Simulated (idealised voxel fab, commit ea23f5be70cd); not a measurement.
The name of this process module is voxel self aligned contacts.
Section cut is 220 nm wide and gridded with 5 nm square cells.
Cross-section, as written here: a square-cell grid given band by band from the top down, where a band holds one or more rows of cells.
This entry defines a band. It first specifies the height of the band's top and the height of its bottom in nm, and then specifies the band's materials from left to right, stating each material with its width in nm. The word "all across" identifies a single material that fills the band from edge to edge, while the word "empty" identifies empty space.
Where do heights start? At 0: under that level the wafer as delivered is made of one material only. And the lowest band has no floor; it just carries on downward, as in "0 and below".
The expression "30 to 40" gives the width at the extremes of the band, the first number at its top row of cells and the second at its bottom row, with the width changing by equal amounts from each row to the next in between.
Given "nothing changed" for a step, no cell of the cross-section differs between before and after that step.
Heads up: "Sealed voids" only lists the empty pockets with no open path to the top that are 8 cells or more, and it writes them as width x height at distance, distance from the left edge, in nm.
On each step's line, the part that comes after the settings is the simulator's own comment on the step.
Steps that use a mask can have "overlay nm" on their line. It says how far the mask sat to the right of where it was meant to be. Negative means to the left.
So here's the lineup of process steps we planned
step 1: op RECEIVE | material Si
step 2: op CONFORMAL_DEP | material SiO2 | thk nm 5
step 3: op DIRECTIONAL_DEP | material polySi | thk nm 25
step 4: op DIRECTIONAL_DEP | material SiN | thk nm 25
step 5: op PATTERN | tone cover | mask id GATE | material resist | width nm 30 | pitch nm 75 | thk nm 20 | overlay nm 0
step 6: op DIRECTIONAL_ETCH | etch materials SiN | depth nm 15
step 7: op DIRECTIONAL_ETCH | etch materials polySi | depth nm 25
step 8: op STRIP | etch materials resist
step 9: op CONFORMAL_DEP | material SiN | thk nm 10
step 10: op DIRECTIONAL_ETCH | etch materials SiN | depth nm 10
step 11: op FILL_DEP | material SiO2 | thk nm 15
step 12: op CMP | height nm 60
step 13: op MASKED_ETCH | tone open | mask id CONTACT | width nm 55 | etch materials SiO2 | depth nm 60 | overlay nm 0
step 14: op CONFORMAL_DEP | material TiN | thk nm 5
step 15: op FILL_DEP | material W | thk nm 5
step 16: op CMP | height nm 60
step 17: op CONFORMAL_DEP | material SiCN | thk nm 5
Wafer-to-wafer difference: depth nm, step 6. Common start. Plan = first wafer's value.
Cut through the first of several wafers as received, post step 1
    0 and below = Si all across
    Sealed voids: none
Note: the following table is arranged by wafer, a row apiece. Each row reports the end-of-module state: per material, cells gained (+) or cells lost (-) compared with the wafer as received; closed voids follow
depth nm 15, +44 SiCN, +148 SiN, +134 SiO2, +17 TiN, +9 W, +220 polySi, Sealed voids: none
depth nm 20, +44 SiCN, +124 SiN, +153 SiO2, +19 TiN, +12 W, +220 polySi, Sealed voids: none
depth nm 25, +44 SiCN, +140 SiN, +262 SiO2, +33 TiN, +33 W, +60 polySi, Sealed voids: none
depth nm 30, +44 SiCN, +140 SiN, +262 SiO2, +33 TiN, +33 W, +60 polySi, Sealed voids: none
depth nm 35, +44 SiCN, +140 SiN, +262 SiO2, +33 TiN, +33 W, +60 polySi, Sealed voids: none
depth nm 40, +44 SiCN, +140 SiN, +262 SiO2, +33 TiN, +33 W, +60 polySi, Sealed voids: none
